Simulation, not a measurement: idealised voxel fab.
Title: Process Module voxel wiring stack
For reference, the cross-section in this document is cut, with width 300 nm and square cells of 5 nm.
Throughout this document, each cross-section is represented as a grid of square cells and is presented as a sequence of bands enumerated from the top downward, where a band comprises one or more rows of cells.
Look at the band entry: it leads with the top's height and the bottom's height in nm. Then it lists the materials left to right, with a width in nm for each. The word "edge to edge" on a single material says that material fills the band edge to edge. The word "empty" is empty space.
Heights are reckoned from 0. Under this level, the received wafer is all of one material. The bottommost band is open-ended downward, for example "0..down".
The two numbers in a width such as "30..40" mark its ends across the band: the first belongs to the top row of cells, the second to the bottom row, and from each row to the next the width moves by the same amount.
The cross-section has no changed cell in any step marked "identical to before".
Basically, "Sealed-off cavities" tells you about the enclosed voids: empty spaces with no open way to the top, 8 cells or bigger, each written width x height at distance, where distance is from the left edge, all in nm.
On a step's line, text after the settings is the simulator commenting on that step.
overlay nm: on a step with a mask, how far right of its planned place the mask lay; negative means left.
The planned process steps are enumerated hereunder:
| 1 | RECEIVE [material Si] |
| 2 | CONFORMAL_DEP [material SiO2] [thk nm 15] |
| 3 | CONFORMAL_DEP [material SiN] [thk nm 5] |
| 4 | DIRECTIONAL_DEP [material SiO2] [thk nm 15] |
| 5 | DIRECTIONAL_DEP [material aC] [thk nm 10] |
| 6 | PATTERN [tone open] [mask id METAL_1] [material resist] [width nm 30] [pitch nm 55] [thk nm 25] [overlay nm 0] |
| 7 | DIRECTIONAL_ETCH [etch materials aC] [depth nm 10] |
| 8 | STRIP [etch materials resist] |
| 9 | DIRECTIONAL_ETCH [etch materials SiO2] [depth nm 15] |
| 10 | DIRECTIONAL_ETCH [etch materials SiN] [depth nm 5] |
| 11 | STRIP [etch materials aC] |
| 12 | CONFORMAL_DEP [material TiN] [thk nm 5] |
| 13 | FILL_DEP [material Ru] [thk nm 10] |
| 14 | CMP [height nm 35] |
| 15 | CONFORMAL_DEP [material SiCN] [thk nm 5] |
| 16 | DIRECTIONAL_DEP [material lowk] [thk nm 30] |
| 17 | PATTERN [tone open] [mask id METAL_2] [material resist] [width nm 30] [pitch nm 55] [thk nm 20] [overlay nm 0] |
| 18 | DIRECTIONAL_ETCH [etch materials lowk] [depth nm 20] |
| 19 | STRIP [etch materials resist] |
| 20 | MASKED_ETCH [tone open] [mask id METAL_2_HOLES] [width nm 15] [pitch nm 55] [etch materials lowk] [depth nm 10] [overlay nm 0] |
| 21 | MASKED_ETCH [tone open] [mask id METAL_2_HOLES] [width nm 15] [pitch nm 55] [etch materials SiCN] [depth nm 5] [overlay nm 0] |
| 22 | CONFORMAL_DEP [material TiN] [thk nm 5] |
| 23 | FILL_DEP [material Cu] [thk nm 10] |
| 24 | CMP [height nm 70] |
| 25 | CONFORMAL_DEP [material SiCN] [thk nm 5] |
| 26 | DIRECTIONAL_DEP [material SiO2] [thk nm 30] |
| 27 | MASKED_ETCH [tone open] [mask id METAL_3_HOLES] [width nm 15] [pitch nm 55] [etch materials SiO2] [depth nm 30] [overlay nm 0] |
| 28 | MASKED_ETCH [tone open] [mask id METAL_3] [width nm 30] [pitch nm 55] [etch materials SiO2] [depth nm 20] [overlay nm 0] |
| 29 | MASKED_ETCH [tone open] [mask id METAL_3] [width nm 30] [pitch nm 55] [etch materials SiCN] [depth nm 5] [overlay nm 0] |
| 30 | CONFORMAL_DEP [material TiN] [thk nm 5] |
| 31 | FILL_DEP [material Cu] [thk nm 5] |
| 32 | CMP [height nm 105] |
| 33 | CONFORMAL_DEP [material SiCN] [thk nm 5] |
| 34 | DIRECTIONAL_DEP [material lowk] [thk nm 30] |
| 35 | MASKED_ETCH [tone open] [mask id METAL_4_HOLES] [width nm 15] [pitch nm 55] [etch materials lowk] [depth nm 30] [overlay nm 0] |
| 36 | DIRECTIONAL_DEP [material aC] [thk nm 10] |
| 37 | PATTERN [tone open] [mask id METAL_4] [material resist] [width nm 30] [pitch nm 55] [thk nm 30] [overlay nm 0] |
| 38 | DIRECTIONAL_ETCH [etch materials aC] [depth nm 10] |
| 39 | STRIP [etch materials resist] |
| 40 | DIRECTIONAL_ETCH [etch materials lowk] [depth nm 20] |
| 41 | DIRECTIONAL_ETCH [etch materials SiCN] [depth nm 5] |
| 42 | STRIP [etch materials aC] |
| 43 | CONFORMAL_DEP [material TiN] [thk nm 5] |
| 44 | FILL_DEP [material Cu] [thk nm 5] |
| 45 | CMP [height nm 140] |
| 46 | CONFORMAL_DEP [material SiN] [thk nm 5] |
First of two wafers - as planned:
As received (post step 1): cross-section:
> 0..down = Si edge to edge
> Sealed-off cavities: none
Presented here is a cross-section of the wafer after step 2 has been performed:
> 15..0 = SiO2 edge to edge
> Whatever lies below 0 is exactly as it was before.
Presented here is a cross-section of the wafer after step 3 has been performed:
> 20..15 = SiN edge to edge
> Whatever lies below 15 is exactly as it was before.
Presented here is a cross-section of the wafer after step 4 has been performed:
> 35..20 = SiO2 edge to edge
> Whatever lies below 20 is exactly as it was before.
Presented here is a cross-section of the wafer after step 5 has been performed:
> 45..35 = aC edge to edge
> Whatever lies below 35 is exactly as it was before.
Presented here is a cross-section of the wafer after step 6 has been performed:
> 70..45 = resist=80  empty=30  resist=25  empty=30  resist=25  empty=30  resist=80
> Whatever lies below 45 is exactly as it was before.
Presented here is a cross-section of the wafer after step 7 has been performed:
> 60..45 = resist=80  empty=30  resist=25  empty=30  resist=25  empty=30  resist=80
> 45..35 = aC=80  empty=30  aC=25  empty=30  aC=25  empty=30  aC=80
> Whatever lies below 35 is exactly as it was before.
Presented here is a cross-section of the wafer after step 8 has been performed:
> 45..35 = aC=80  empty=30  aC=25  empty=30  aC=25  empty=30  aC=80
> Whatever lies below 35 is exactly as it was before.
Presented here is a cross-section of the wafer after step 9 has been performed:
> 45..35 = aC=80  empty=30  aC=25  empty=30  aC=25  empty=30  aC=80
> 35..20 = SiO2=80  empty=30  SiO2=25  empty=30  SiO2=25  empty=30  SiO2=80
> Whatever lies below 20 is exactly as it was before.
Presented here is a cross-section of the wafer after step 10 has been performed:
> 45..35 = aC=80  empty=30  aC=25  empty=30  aC=25  empty=30  aC=80
> 35..20 = SiO2=80  empty=30  SiO2=25  empty=30  SiO2=25  empty=30  SiO2=80
> 20..15 = SiN=80  empty=30  SiN=25  empty=30  SiN=25  empty=30  SiN=80
> Whatever lies below 15 is exactly as it was before.
Presented here is a cross-section of the wafer after step 11 has been performed:
> 35..20 = SiO2=80  empty=30  SiO2=25  empty=30  SiO2=25  empty=30  SiO2=80
> Whatever lies below 20 is exactly as it was before.
Presented here is a cross-section of the wafer after step 12 has been performed:
> 40..35 = TiN=85  empty=20  TiN=35  empty=20  TiN=35  empty=20  TiN=85
> 35..20 = SiO2=80  TiN=5  empty=20  TiN=5  SiO2=25  TiN=5  empty=20  TiN=5  SiO2=25  TiN=5  empty=20  TiN=5  SiO2=80
> 20..15 = SiN=80  TiN=30  SiN=25  TiN=30  SiN=25  TiN=30  SiN=80
> Whatever lies below 15 is exactly as it was before.
Presented here is a cross-section of the wafer after step 13 has been performed:
> 50..40 = Ru edge to edge
> 40..35 = TiN=85  Ru=20  TiN=35  Ru=20  TiN=35  Ru=20  TiN=85
> 35..20 = SiO2=80  TiN=5  Ru=20  TiN=5  SiO2=25  TiN=5  Ru=20  TiN=5  SiO2=25  TiN=5  Ru=20  TiN=5  SiO2=80
> Whatever lies below 20 is exactly as it was before.
Presented here is a cross-section of the wafer after step 14 has been performed:
> 35..20 = SiO2=80  TiN=5  Ru=20  TiN=5  SiO2=25  TiN=5  Ru=20  TiN=5  SiO2=25  TiN=5  Ru=20  TiN=5  SiO2=80
> Whatever lies below 20 is exactly as it was before.
Presented here is a cross-section of the wafer after step 15 has been performed:
> 40..35 = SiCN edge to edge
> Whatever lies below 35 is exactly as it was before.
Presented here is a cross-section of the wafer after step 16 has been performed:
> 70..40 = lowk edge to edge
> Whatever lies below 40 is exactly as it was before.
Presented here is a cross-section of the wafer after step 17 has been performed:
> 90..70 = resist=80  empty=30  resist=25  empty=30  resist=25  empty=30  resist=80
> Whatever lies below 70 is exactly as it was before.
Presented here is a cross-section of the wafer after step 18 has been performed:
> 90..70 = resist=80  empty=30  resist=25  empty=30  resist=25  empty=30  resist=80
> 70..50 = lowk=80  empty=30  lowk=25  empty=30  lowk=25  empty=30  lowk=80
> Whatever lies below 50 is exactly as it was before.
Presented here is a cross-section of the wafer after step 19 has been performed:
> 70..50 = lowk=80  empty=30  lowk=25  empty=30  lowk=25  empty=30  lowk=80
> Whatever lies below 50 is exactly as it was before.
Presented here is a cross-section of the wafer after step 20 has been performed:
> 70..50 = lowk=80  empty=30  lowk=25  empty=30  lowk=25  empty=30  lowk=80
> 50..40 = lowk=80  empty=15  lowk=40  empty=15  lowk=40  empty=15  lowk=95
> Whatever lies below 40 is exactly as it was before.
Presented here is a cross-section of the wafer after step 21 has been performed:
> 70..50 = lowk=80  empty=30  lowk=25  empty=30  lowk=25  empty=30  lowk=80
> 50..40 = lowk=80  empty=15  lowk=40  empty=15  lowk=40  empty=15  lowk=95
> 40..35 = SiCN=80  empty=15  SiCN=40  empty=15  SiCN=40  empty=15  SiCN=95
> Whatever lies below 35 is exactly as it was before.
Presented here is a cross-section of the wafer after step 22 has been performed:
> 75..70 = TiN=85  empty=20  TiN=35  empty=20  TiN=35  empty=20  TiN=85
> 70..55 = lowk=80  TiN=5  empty=20  TiN=5  lowk=25  TiN=5  empty=20  TiN=5  lowk=25  TiN=5  empty=20  TiN=5  lowk=80
> 55..50 = lowk=80  TiN=5  empty=5  TiN=20  lowk=25  TiN=5  empty=5  TiN=20  lowk=25  TiN=5  empty=5  TiN=20  lowk=80
> 50..40 = lowk=80  TiN=5  empty=5  TiN=5  lowk=40  TiN=5  empty=5  TiN=5  lowk=40  TiN=5  empty=5  TiN=5  lowk=95
> 40..35 = SiCN=80  TiN=15  SiCN=40  TiN=15  SiCN=40  TiN=15  SiCN=95
> Whatever lies below 35 is exactly as it was before.
Presented here is a cross-section of the wafer after step 23 has been performed:
> 85..75 = Cu edge to edge
> 75..70 = TiN=85  Cu=20  TiN=35  Cu=20  TiN=35  Cu=20  TiN=85
> 70..55 = lowk=80  TiN=5  Cu=20  TiN=5  lowk=25  TiN=5  Cu=20  TiN=5  lowk=25  TiN=5  Cu=20  TiN=5  lowk=80
> 55..50 = lowk=80  TiN=5  Cu=5  TiN=20  lowk=25  TiN=5  Cu=5  TiN=20  lowk=25  TiN=5  Cu=5  TiN=20  lowk=80
> 50..40 = lowk=80  TiN=5  Cu=5  TiN=5  lowk=40  TiN=5  Cu=5  TiN=5  lowk=40  TiN=5  Cu=5  TiN=5  lowk=95
> Whatever lies below 40 is exactly as it was before.
Presented here is a cross-section of the wafer after step 24 has been performed:
> 70..55 = lowk=80  TiN=5  Cu=20  TiN=5  lowk=25  TiN=5  Cu=20  TiN=5  lowk=25  TiN=5  Cu=20  TiN=5  lowk=80
> Whatever lies below 55 is exactly as it was before.
Presented here is a cross-section of the wafer after step 25 has been performed:
> 75..70 = SiCN edge to edge
> Whatever lies below 70 is exactly as it was before.
Presented here is a cross-section of the wafer after step 26 has been performed:
> 105..75 = SiO2 edge to edge
> Whatever lies below 75 is exactly as it was before.
Presented here is a cross-section of the wafer after step 27 has been performed:
> 105..75 = SiO2=80  empty=15  SiO2=40  empty=15  SiO2=40  empty=15  SiO2=95
> Whatever lies below 75 is exactly as it was before.
Presented here is a cross-section of the wafer after step 28 has been performed:
> 105..85 = SiO2=80  empty=30  SiO2=25  empty=30  SiO2=25  empty=30  SiO2=80
> Whatever lies below 85 is exactly as it was before.
Presented here is a cross-section of the wafer after step 29 has been performed:
> 105..85 = SiO2=80  empty=30  SiO2=25  empty=30  SiO2=25  empty=30  SiO2=80
> 85..75 = SiO2=80  empty=15  SiO2=40  empty=15  SiO2=40  empty=15  SiO2=95
> 75..70 = SiCN=80  empty=15  SiCN=40  empty=15  SiCN=40  empty=15  SiCN=95
> Whatever lies below 70 is exactly as it was before.
Presented here is a cross-section of the wafer after step 30 has been performed:
> 110..105 = TiN=85  empty=20  TiN=35  empty=20  TiN=35  empty=20  TiN=85
> 105..90 = SiO2=80  TiN=5  empty=20  TiN=5  SiO2=25  TiN=5  empty=20  TiN=5  SiO2=25  TiN=5  empty=20  TiN=5  SiO2=80
> 90..85 = SiO2=80  TiN=5  empty=5  TiN=20  SiO2=25  TiN=5  empty=5  TiN=20  SiO2=25  TiN=5  empty=5  TiN=20  SiO2=80
> 85..75 = SiO2=80  TiN=5  empty=5  TiN=5  SiO2=40  TiN=5  empty=5  TiN=5  SiO2=40  TiN=5  empty=5  TiN=5  SiO2=95
> 75..70 = SiCN=80  TiN=15  SiCN=40  TiN=15  SiCN=40  TiN=15  SiCN=95
> Whatever lies below 70 is exactly as it was before.
Presented here is a cross-section of the wafer after step 31 has been performed:
> 115..110 = Cu edge to edge
> 110..105 = TiN=85  Cu=20  TiN=35  Cu=20  TiN=35  Cu=20  TiN=85
> 105..90 = SiO2=80  TiN=5  Cu=20  TiN=5  SiO2=25  TiN=5  Cu=20  TiN=5  SiO2=25  TiN=5  Cu=20  TiN=5  SiO2=80
> 90..85 = SiO2=80  TiN=5  Cu=5  TiN=20  SiO2=25  TiN=5  Cu=5  TiN=20  SiO2=25  TiN=5  Cu=5  TiN=20  SiO2=80
> 85..75 = SiO2=80  TiN=5  Cu=5  TiN=5  SiO2=40  TiN=5  Cu=5  TiN=5  SiO2=40  TiN=5  Cu=5  TiN=5  SiO2=95
> Whatever lies below 75 is exactly as it was before.
Presented here is a cross-section of the wafer after step 32 has been performed:
> 105..90 = SiO2=80  TiN=5  Cu=20  TiN=5  SiO2=25  TiN=5  Cu=20  TiN=5  SiO2=25  TiN=5  Cu=20  TiN=5  SiO2=80
> Whatever lies below 90 is exactly as it was before.
Presented here is a cross-section of the wafer after step 33 has been performed:
> 110..105 = SiCN edge to edge
> Whatever lies below 105 is exactly as it was before.
Presented here is a cross-section of the wafer after step 34 has been performed:
> 140..110 = lowk edge to edge
> Whatever lies below 110 is exactly as it was before.
Presented here is a cross-section of the wafer after step 35 has been performed:
> 140..110 = lowk=80  empty=15  lowk=40  empty=15  lowk=40  empty=15  lowk=95
> Whatever lies below 110 is exactly as it was before.
Presented here is a cross-section of the wafer after step 36 has been performed:
> 150..140 = aC=80  empty=15  aC=40  empty=15  aC=40  empty=15  aC=95
> 140..120 = lowk=80  empty=15  lowk=40  empty=15  lowk=40  empty=15  lowk=95
> 120..110 = lowk=80  aC=15  lowk=40  aC=15  lowk=40  aC=15  lowk=95
> Whatever lies below 110 is exactly as it was before.
Presented here is a cross-section of the wafer after step 37 has been performed:
> 180..150 = resist=80  empty=30  resist=25  empty=30  resist=25  empty=30  resist=80
> Whatever lies below 150 is exactly as it was before.
Presented here is a cross-section of the wafer after step 38 has been performed:
> 170..150 = resist=80  empty=30  resist=25  empty=30  resist=25  empty=30  resist=80
> 150..140 = aC=80  empty=30  aC=25  empty=30  aC=25  empty=30  aC=80
> 140..110 = lowk=80  empty=15  lowk=40  empty=15  lowk=40  empty=15  lowk=95
> Whatever lies below 110 is exactly as it was before.
Presented here is a cross-section of the wafer after step 39 has been performed:
> 150..140 = aC=80  empty=30  aC=25  empty=30  aC=25  empty=30  aC=80
> Whatever lies below 140 is exactly as it was before.
Presented here is a cross-section of the wafer after step 40 has been performed:
> 150..140 = aC=80  empty=30  aC=25  empty=30  aC=25  empty=30  aC=80
> 140..120 = lowk=80  empty=30  lowk=25  empty=30  lowk=25  empty=30  lowk=80
> Whatever lies below 120 is exactly as it was before.
Presented here is a cross-section of the wafer after step 41 has been performed:
> 150..140 = aC=80  empty=30  aC=25  empty=30  aC=25  empty=30  aC=80
> 140..120 = lowk=80  empty=30  lowk=25  empty=30  lowk=25  empty=30  lowk=80
> 120..110 = lowk=80  empty=15  lowk=40  empty=15  lowk=40  empty=15  lowk=95
> 110..105 = SiCN=80  empty=15  SiCN=40  empty=15  SiCN=40  empty=15  SiCN=95
> Whatever lies below 105 is exactly as it was before.
Presented here is a cross-section of the wafer after step 42 has been performed:
> 140..120 = lowk=80  empty=30  lowk=25  empty=30  lowk=25  empty=30  lowk=80
> Whatever lies below 120 is exactly as it was before.
Presented here is a cross-section of the wafer after step 43 has been performed:
> 145..140 = TiN=85  empty=20  TiN=35  empty=20  TiN=35  empty=20  TiN=85
> 140..125 = lowk=80  TiN=5  empty=20  TiN=5  lowk=25  TiN=5  empty=20  TiN=5  lowk=25  TiN=5  empty=20  TiN=5  lowk=80
> 125..120 = lowk=80  TiN=5  empty=5  TiN=20  lowk=25  TiN=5  empty=5  TiN=20  lowk=25  TiN=5  empty=5  TiN=20  lowk=80
> 120..110 = lowk=80  TiN=5  empty=5  TiN=5  lowk=40  TiN=5  empty=5  TiN=5  lowk=40  TiN=5  empty=5  TiN=5  lowk=95
> 110..105 = SiCN=80  TiN=15  SiCN=40  TiN=15  SiCN=40  TiN=15  SiCN=95
> Whatever lies below 105 is exactly as it was before.
Presented here is a cross-section of the wafer after step 44 has been performed:
> 150..145 = Cu edge to edge
> 145..140 = TiN=85  Cu=20  TiN=35  Cu=20  TiN=35  Cu=20  TiN=85
> 140..125 = lowk=80  TiN=5  Cu=20  TiN=5  lowk=25  TiN=5  Cu=20  TiN=5  lowk=25  TiN=5  Cu=20  TiN=5  lowk=80
> 125..120 = lowk=80  TiN=5  Cu=5  TiN=20  lowk=25  TiN=5  Cu=5  TiN=20  lowk=25  TiN=5  Cu=5  TiN=20  lowk=80
> 120..110 = lowk=80  TiN=5  Cu=5  TiN=5  lowk=40  TiN=5  Cu=5  TiN=5  lowk=40  TiN=5  Cu=5  TiN=5  lowk=95
> Whatever lies below 110 is exactly as it was before.
Presented here is a cross-section of the wafer after step 45 has been performed:
> 140..125 = lowk=80  TiN=5  Cu=20  TiN=5  lowk=25  TiN=5  Cu=20  TiN=5  lowk=25  TiN=5  Cu=20  TiN=5  lowk=80
> Whatever lies below 125 is exactly as it was before.
Presented here is a cross-section of the wafer after step 46 has been performed:
> 145..140 = SiN edge to edge
> Whatever lies below 140 is exactly as it was before.
Second wafer, same starting conditions and recipe as the first, one mistake in executing it, nothing differs from the first up to and including step 23:
Cross-section of the second wafer corresponding to the planned conclusion of step 24:
> 80..75 = Cu edge to edge
> Whatever lies below 75 is exactly as it was before.
Cross-section of the second wafer corresponding to the planned conclusion of step 25:
> 85..80 = SiCN edge to edge
> Whatever lies below 80 is exactly as it was before.
Cross-section of the second wafer corresponding to the planned conclusion of step 26:
> 115..85 = SiO2 edge to edge
> Whatever lies below 85 is exactly as it was before.
Cross-section of the second wafer corresponding to the planned conclusion of step 27:
> 115..85 = SiO2=80  empty=15  SiO2=40  empty=15  SiO2=40  empty=15  SiO2=95
> Whatever lies below 85 is exactly as it was before.
Cross-section of the second wafer corresponding to the planned conclusion of step 28:
> 115..95 = SiO2=80  empty=30  SiO2=25  empty=30  SiO2=25  empty=30  SiO2=80
> Whatever lies below 95 is exactly as it was before.
Cross-section of the second wafer corresponding to the planned conclusion of step 29:
> 115..95 = SiO2=80  empty=30  SiO2=25  empty=30  SiO2=25  empty=30  SiO2=80
> 95..85 = SiO2=80  empty=15  SiO2=40  empty=15  SiO2=40  empty=15  SiO2=95
> 85..80 = SiCN=80  empty=15  SiCN=40  empty=15  SiCN=40  empty=15  SiCN=95
> Whatever lies below 80 is exactly as it was before.
Cross-section of the second wafer corresponding to the planned conclusion of step 30:
> 120..115 = TiN=85  empty=20  TiN=35  empty=20  TiN=35  empty=20  TiN=85
> 115..100 = SiO2=80  TiN=5  empty=20  TiN=5  SiO2=25  TiN=5  empty=20  TiN=5  SiO2=25  TiN=5  empty=20  TiN=5  SiO2=80
> 100..95 = SiO2=80  TiN=5  empty=5  TiN=20  SiO2=25  TiN=5  empty=5  TiN=20  SiO2=25  TiN=5  empty=5  TiN=20  SiO2=80
> 95..85 = SiO2=80  TiN=5  empty=5  TiN=5  SiO2=40  TiN=5  empty=5  TiN=5  SiO2=40  TiN=5  empty=5  TiN=5  SiO2=95
> 85..80 = SiCN=80  TiN=15  SiCN=40  TiN=15  SiCN=40  TiN=15  SiCN=95
> Whatever lies below 80 is exactly as it was before.
Cross-section of the second wafer corresponding to the planned conclusion of step 31:
> 125..120 = Cu edge to edge
> 120..115 = TiN=85  Cu=20  TiN=35  Cu=20  TiN=35  Cu=20  TiN=85
> 115..100 = SiO2=80  TiN=5  Cu=20  TiN=5  SiO2=25  TiN=5  Cu=20  TiN=5  SiO2=25  TiN=5  Cu=20  TiN=5  SiO2=80
> 100..95 = SiO2=80  TiN=5  Cu=5  TiN=20  SiO2=25  TiN=5  Cu=5  TiN=20  SiO2=25  TiN=5  Cu=5  TiN=20  SiO2=80
> 95..85 = SiO2=80  TiN=5  Cu=5  TiN=5  SiO2=40  TiN=5  Cu=5  TiN=5  SiO2=40  TiN=5  Cu=5  TiN=5  SiO2=95
> Whatever lies below 85 is exactly as it was before.
Cross-section of the second wafer corresponding to the planned conclusion of step 32:
> 105..95 = SiO2=80  TiN=5  Cu=20..5  TiN=5..20  SiO2=25  TiN=5  Cu=20..5  TiN=5..20  SiO2=25  TiN=5  Cu=20..5  TiN=5..20  SiO2=80
> Whatever lies below 95 is exactly as it was before.
Cross-section of the second wafer corresponding to the planned conclusion of step 33:
> 110..105 = SiCN edge to edge
> Whatever lies below 105 is exactly as it was before.
Cross-section of the second wafer corresponding to the planned conclusion of step 34:
> 140..110 = lowk edge to edge
> Whatever lies below 110 is exactly as it was before.
Cross-section of the second wafer corresponding to the planned conclusion of step 35:
> 140..110 = lowk=80  empty=15  lowk=40  empty=15  lowk=40  empty=15  lowk=95
> Whatever lies below 110 is exactly as it was before.
Cross-section of the second wafer corresponding to the planned conclusion of step 36:
> 150..140 = aC=80  empty=15  aC=40  empty=15  aC=40  empty=15  aC=95
> 140..120 = lowk=80  empty=15  lowk=40  empty=15  lowk=40  empty=15  lowk=95
> 120..110 = lowk=80  aC=15  lowk=40  aC=15  lowk=40  aC=15  lowk=95
> Whatever lies below 110 is exactly as it was before.
Cross-section of the second wafer corresponding to the planned conclusion of step 37:
> 180..150 = resist=80  empty=30  resist=25  empty=30  resist=25  empty=30  resist=80
> Whatever lies below 150 is exactly as it was before.
Cross-section of the second wafer corresponding to the planned conclusion of step 38:
> 170..150 = resist=80  empty=30  resist=25  empty=30  resist=25  empty=30  resist=80
> 150..140 = aC=80  empty=30  aC=25  empty=30  aC=25  empty=30  aC=80
> 140..110 = lowk=80  empty=15  lowk=40  empty=15  lowk=40  empty=15  lowk=95
> Whatever lies below 110 is exactly as it was before.
Cross-section of the second wafer corresponding to the planned conclusion of step 39:
> 150..140 = aC=80  empty=30  aC=25  empty=30  aC=25  empty=30  aC=80
> Whatever lies below 140 is exactly as it was before.
Cross-section of the second wafer corresponding to the planned conclusion of step 40:
> 150..140 = aC=80  empty=30  aC=25  empty=30  aC=25  empty=30  aC=80
> 140..120 = lowk=80  empty=30  lowk=25  empty=30  lowk=25  empty=30  lowk=80
> Whatever lies below 120 is exactly as it was before.
Cross-section of the second wafer corresponding to the planned conclusion of step 41:
> 150..140 = aC=80  empty=30  aC=25  empty=30  aC=25  empty=30  aC=80
> 140..120 = lowk=80  empty=30  lowk=25  empty=30  lowk=25  empty=30  lowk=80
> 120..110 = lowk=80  empty=15  lowk=40  empty=15  lowk=40  empty=15  lowk=95
> 110..105 = SiCN=80  empty=15  SiCN=40  empty=15  SiCN=40  empty=15  SiCN=95
> Whatever lies below 105 is exactly as it was before.
Cross-section of the second wafer corresponding to the planned conclusion of step 42:
> 140..120 = lowk=80  empty=30  lowk=25  empty=30  lowk=25  empty=30  lowk=80
> Whatever lies below 120 is exactly as it was before.
Cross-section of the second wafer corresponding to the planned conclusion of step 43:
> 145..140 = TiN=85  empty=20  TiN=35  empty=20  TiN=35  empty=20  TiN=85
> 140..125 = lowk=80  TiN=5  empty=20  TiN=5  lowk=25  TiN=5  empty=20  TiN=5  lowk=25  TiN=5  empty=20  TiN=5  lowk=80
> 125..120 = lowk=80  TiN=5  empty=5  TiN=20  lowk=25  TiN=5  empty=5  TiN=20  lowk=25  TiN=5  empty=5  TiN=20  lowk=80
> 120..110 = lowk=80  TiN=5  empty=5  TiN=5  lowk=40  TiN=5  empty=5  TiN=5  lowk=40  TiN=5  empty=5  TiN=5  lowk=95
> 110..105 = SiCN=80  TiN=15  SiCN=40  TiN=15  SiCN=40  TiN=15  SiCN=95
> Whatever lies below 105 is exactly as it was before.
Cross-section of the second wafer corresponding to the planned conclusion of step 44:
> 150..145 = Cu edge to edge
> 145..140 = TiN=85  Cu=20  TiN=35  Cu=20  TiN=35  Cu=20  TiN=85
> 140..125 = lowk=80  TiN=5  Cu=20  TiN=5  lowk=25  TiN=5  Cu=20  TiN=5  lowk=25  TiN=5  Cu=20  TiN=5  lowk=80
> 125..120 = lowk=80  TiN=5  Cu=5  TiN=20  lowk=25  TiN=5  Cu=5  TiN=20  lowk=25  TiN=5  Cu=5  TiN=20  lowk=80
> 120..110 = lowk=80  TiN=5  Cu=5  TiN=5  lowk=40  TiN=5  Cu=5  TiN=5  lowk=40  TiN=5  Cu=5  TiN=5  lowk=95
> Whatever lies below 110 is exactly as it was before.
Cross-section of the second wafer corresponding to the planned conclusion of step 45:
> 140..125 = lowk=80  TiN=5  Cu=20  TiN=5  lowk=25  TiN=5  Cu=20  TiN=5  lowk=25  TiN=5  Cu=20  TiN=5  lowk=80
> Whatever lies below 125 is exactly as it was before.
Cross-section of the second wafer corresponding to the planned conclusion of step 46:
> 145..140 = SiN edge to edge
> Whatever lies below 140 is exactly as it was before.
Misprocessing identified: off-plan run, step 24, actual operation and settings CMP [height nm 80]
End check, counted in cells, second wafer has more or fewer of these materials than the first: Cu: 48 more; SiO2: 84 fewer; TiN: 36 more
